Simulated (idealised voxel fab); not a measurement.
You're looking at the process module voxel spacer lines.
This is section cut - it's 220 nm across, gridded in 5 nm square cells.
Cross-section format: a grid of square cells, given as bands from top to bottom; each band is one or more rows of cells.
Band entry format. Leading values: height of top, height of bottom, nm. Remainder: materials in left-to-right order, each with its width in nm. Special words: "all across" on a single material, which then fills the band edge to edge; "air", empty space.
The reference from which all heights are counted is 0, the level beneath which the as-received wafer is entirely one material; the lowest band, having no lower bound, proceeds downward and is written after the example "0 and below".
The two numbers in a width such as "30->40" mark its ends across the band: the first belongs to the top row of cells, the second to the bottom row, and from each row to the next the width moves by the same amount.
It should be understood that the words "everything unchanged", when stated for a given step, signify that the cross-section underwent no change in any of its cells during that step.
This entry, "Sealed voids", enumerates those empty regions of no fewer than 8 cells that possess no open connection to the top. Each region is reported in the form width x height at distance, the distance being taken from the left edge, with all three quantities expressed in nm.
Where a step's line continues beyond its settings, the continuation is a remark by the simulator itself on that step.
overlay nm, on a step with a mask: how far to the right of its planned place the mask lay; to the left if negative

This section lists the process steps that were planned:
1: RECEIVE | material Si
2: CONFORMAL_DEP | material Al2O3 | thk nm 5
3: DIRECTIONAL_DEP | material TiN | thk nm 20
4: DIRECTIONAL_DEP | material aC | thk nm 30
5: PATTERN | tone cover | mask id MANDREL | material resist | width nm 20 | pitch nm 70 | thk nm 40 | overlay nm 0
6: DIRECTIONAL_ETCH | etch materials aC | depth nm 30
7: STRIP | etch materials resist
8: CONFORMAL_DEP | material SiN | thk nm 15
9: DIRECTIONAL_ETCH | etch materials SiN | depth nm 15
10: STRIP | etch materials aC
11: DIRECTIONAL_ETCH | etch materials TiN | depth nm 20
12: STRIP | etch materials SiN

Cross-sectional view of the wafer in its as-received condition, corresponding to the state after step 1:
  0 and below  Si all across
  Sealed voids: none

The cross-section shown corresponds to the wafer at the conclusion of the module. The initial structure and the process plan are those presented above; however, one mistake occurred in executing the plan:
  45 down to 25  air 15 nm | TiN 15 nm | air 20 nm | TiN 15 nm | air 20 nm | TiN 15 nm | air 20 nm | TiN 15 nm | air 20 nm | TiN 15 nm | air 20 nm | TiN 15 nm | air 15 nm
  25 down to 5  TiN all across
  5 down to 0  Al2O3 all across
  0 and below  Si all across
  Sealed voids: none
In executing the process, a mistake was made relative to the plan: plan step 3 was conducted twice
